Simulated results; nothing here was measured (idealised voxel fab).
You're looking at the process module voxel ribs on slabs.
Section cut is 265 nm wide and gridded with 5 nm square cells.
Cross-sections here: square-cell grids, written as top-down lists of bands, a band being one or more rows of cells.
Each band's line starts with the height of the band's top and of its bottom, in nm. Then come its materials from left to right, each with its width in nm. One material with "edge to edge" fills the band from edge to edge. "air" is empty space.
Heights are expressed relative to 0, this being the level below which the as-received wafer comprises one material exclusively. The lowest band is unbounded in the downward direction and is denoted as in "0 down".
The width entry "30->40" should be interpreted row by row: the top row of cells in the band takes the first number, the bottom row takes the second number, and the change between adjacent rows is uniform throughout.
What does "nothing was modified" mean for a step? It means no cell of the cross-section changed in that step.
If an empty space has no open way to the top and is at least 8 cells in size, "Closed void register" lists it, written width x height at distance, where distance is measured from the left edge and every value is in nm.
Text after the settings on a step's line: the simulator's own remark on that step.
On any step carrying a mask, the "overlay nm" setting, if present on the step's line, tells how far right of its planned place the mask lay; negative values point to the left.

**Steps planned for the process**
step 1: RECEIVE [material Si]
step 2: DIRECTIONAL_DEP [material SiO2] [thk nm 20]
step 3: DIRECTIONAL_DEP [material polySi] [thk nm 20]
step 4: DIRECTIONAL_DEP [material aC] [thk nm 15]
step 5: PATTERN [tone cover] [mask id RIB] [material resist] [width nm 20] [thk nm 30] [overlay nm 0]
step 6: DIRECTIONAL_ETCH [etch materials aC] [depth nm 15]
step 7: STRIP [etch materials resist]
step 8: DIRECTIONAL_ETCH [etch materials polySi] [depth nm 10]
step 9: STRIP [etch materials aC]
step 10: MASKED_ETCH [tone cover] [mask id SLAB] [width nm 50] [etch materials polySi] [depth nm 10] [overlay nm 0]
step 11: FILL_DEP [material SiO2] [thk nm 15]
step 12: CMP [height nm 50]
step 13: DIRECTIONAL_DEP [material W] [thk nm 10]
step 14: MASKED_ETCH [tone cover] [mask id HEATER] [width nm 30] [etch materials W] [depth nm 10] [overlay nm 0]
step 15: CONFORMAL_DEP [material SiN] [thk nm 5]

**Incoming wafer, cross-sectional view, post step 1**
  0 down = Si edge to edge
  Closed void register: none

**The first of two wafers, cross-sectioned at the end of the module, with the run proceeding as planned**
  65 to 60 = air 110; SiN 40; air 115
  60 to 55 = air 110; SiN 5; W 30; SiN 5; air 115
  55 to 50 = SiN 115; W 30; SiN 120
  50 to 40 = SiO2 edge to edge
  40 to 30 = SiO2 120; polySi 20; SiO2 125
  30 to 20 = SiO2 105; polySi 50; SiO2 110
  20 to 0 = SiO2 edge to edge
  0 down = Si edge to edge
  Closed void register: none

**Cross-section of the latter of the two wafers at module completion. It had an identical start and an identical plan to the former; in running it, one mistake was made**
  65 to 60 = air 110; SiN 40; air 115
  60 to 55 = air 110; SiN 5; W 30; SiN 5; air 115
  55 to 50 = SiN 115; W 30; SiN 120
  50 to 40 = SiO2 edge to edge
  40 to 30 = SiO2 120; polySi 20; SiO2 125
  30 to 20 = SiO2 100; polySi 50; SiO2 115
  20 to 0 = SiO2 edge to edge
  0 down = Si edge to edge
  Closed void register: none
So what did we get wrong on this run? step 10 was run on a setting that differed from the plan, and what really ran there is MASKED_ETCH [tone cover] [mask id SLAB] [width nm 50] [etch materials polySi] [depth nm 10] [overlay nm -5]
By the end, you'd get the same cell count for each material on either wafer, but the second wafer puts them somewhere else.
